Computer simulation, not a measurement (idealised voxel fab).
A process module follows: voxel double patterning.
Shown is cross-section cut, with a width of 205 nm and square cells of size 5 nm.
A cross-section is a grid of square cells, given in bands from the top down. A band is one or more rows of cells. This entry defines a band. It first specifies the height of the band's top and the height of its bottom in nm, and then specifies the band's materials from left to right, stating each material with its width in nm. The word "all across" identifies a single material that fills the band from edge to edge, while the word "air" identifies empty space. Counting heights begins at 0, where everything beneath is, in the wafer as received, one material. The lowest band has no bottom; it goes on downwards, as "from 0 down" shows. A width given as "30->40" starts at the first number in the band's top row and ends at the second number in its bottom row, shifting by an equal amount at every step from row to row. Any step labelled "stayed the same" changed none of the cells in the cross-section. Entry "Voids, sealed" = empty spaces >= 8 cells with no open way to the top; each as width x height at distance, distance from left edge, all nm. If you see something after the settings on a step's line, that's the simulator's own remark about that step. A step line may carry the setting "overlay nm", which, for steps involving a mask, states the distance by which the mask lay to the right of its intended position; negative values denote displacement to the left.
Set out below are the planned steps of the process
- 1: RECEIVE with material Si
- 2: CONFORMAL_DEP with material SiO2, thk nm 10
- 3: DIRECTIONAL_DEP with material TiN, thk nm 10
- 4: DIRECTIONAL_DEP with material SiN, thk nm 5
- 5: MASKED_ETCH with tone open, mask id FIRST, width nm 15, pitch nm 50, etch materials SiN, depth nm 5, overlay nm 0
- 6: DIRECTIONAL_DEP with material aC, thk nm 15
- 7: PATTERN with tone open, mask id SECOND, material resist, width nm 15, pitch nm 50, thk nm 30, overlay nm 0
- 8: DIRECTIONAL_ETCH with etch materials aC, depth nm 15
- 9: STRIP with etch materials resist
- 10: DIRECTIONAL_ETCH with etch materials SiN, depth nm 5
- 11: STRIP with etch materials aC
- 12: DIRECTIONAL_ETCH with etch materials TiN, depth nm 10
- 13: STRIP with etch materials SiN
Of two wafers, the first: run according to plan
Incoming wafer, cross-sectional view, post step 1
    from 0 down  Si all across
    Voids, sealed: none
The wafer in cross-section once step 2 is complete
    from 10 to 0  SiO2 all across
    At heights below 0, the structure remains unaltered.
The wafer in cross-section once step 3 is complete
    from 20 to 10  TiN all across
    At heights below 10, the structure remains unaltered.
The wafer in cross-section once step 4 is complete
    from 25 to 20  SiN all across
    At heights below 20, the structure remains unaltered.
The wafer in cross-section once step 5 is complete
    from 25 to 20  SiN: 45, air: 15, SiN: 35, air: 15, SiN: 35, air: 15, SiN: 45
    At heights below 20, the structure remains unaltered.
The wafer in cross-section once step 6 is complete
    from 40 to 35  aC: 45, air: 15, aC: 35, air: 15, aC: 35, air: 15, aC: 45
    from 35 to 25  aC all across
    from 25 to 20  SiN: 45, aC: 15, SiN: 35, aC: 15, SiN: 35, aC: 15, SiN: 45
    At heights below 20, the structure remains unaltered.
The wafer in cross-section once step 7 is complete
    from 70 to 40  resist: 70, air: 15, resist: 35, air: 15, resist: 70
    from 40 to 35  aC: 45, resist: 15, aC: 35, resist: 15, aC: 35, resist: 15, aC: 45
    At heights below 35, the structure remains unaltered.
The wafer in cross-section once step 8 is complete
    from 55 to 40  resist: 70, air: 15, resist: 35, air: 15, resist: 70
    from 40 to 35  aC: 45, resist: 15, aC: 10, air: 15, aC: 10, resist: 15, aC: 10, air: 15, aC: 10, resist: 15, aC: 45
    from 35 to 25  aC: 70, air: 15, aC: 35, air: 15, aC: 70
    At heights below 25, the structure remains unaltered.
The wafer in cross-section once step 9 is complete
    from 40 to 35  aC: 45, air: 15, aC: 10, air: 15, aC: 10, air: 15, aC: 10, air: 15, aC: 10, air: 15, aC: 45
    At heights below 35, the structure remains unaltered.
The wafer in cross-section once step 10 is complete
    from 40 to 35  aC: 45, air: 15, aC: 10, air: 15, aC: 10, air: 15, aC: 10, air: 15, aC: 10, air: 15, aC: 45
    from 35 to 25  aC: 70, air: 15, aC: 35, air: 15, aC: 70
    from 25 to 20  SiN: 45, aC: 15, SiN: 10, air: 15, SiN: 10, aC: 15, SiN: 10, air: 15, SiN: 10, aC: 15, SiN: 45
    At heights below 20, the structure remains unaltered.
The wafer in cross-section once step 11 is complete
    from 25 to 20  SiN: 45, air: 15, SiN: 10, air: 15, SiN: 10, air: 15, SiN: 10, air: 15, SiN: 10, air: 15, SiN: 45
    At heights below 20, the structure remains unaltered.
The wafer in cross-section once step 12 is complete
    from 25 to 20  SiN: 45, air: 15, SiN: 10, air: 15, SiN: 10, air: 15, SiN: 10, air: 15, SiN: 10, air: 15, SiN: 45
    from 20 to 10  TiN: 45, air: 15, TiN: 10, air: 15, TiN: 10, air: 15, TiN: 10, air: 15, TiN: 10, air: 15, TiN: 45
    At heights below 10, the structure remains unaltered.
The wafer in cross-section once step 13 is complete
    from 20 to 10  TiN: 45, air: 15, TiN: 10, air: 15, TiN: 10, air: 15, TiN: 10, air: 15, TiN: 10, air: 15, TiN: 45
    At heights below 10, the structure remains unaltered.
Second wafer, same starting conditions and recipe as the first, one mistake in executing it, nothing differs from the first up to and including step 12
X-section, second wafer, when step 13 was due to finish
    from 20 to 10  TiN: 45, air: 15, TiN: 10, air: 15, TiN: 10, air: 15, TiN: 10, air: 15, TiN: 10, air: 15, TiN: 45
    At heights below 10, the structure remains unaltered.
Finding, execution versus plan: plan step 13 was twice executed
Since the two wafers finish with cross-sections that are the same, nothing this model computes is changed by the mistake.
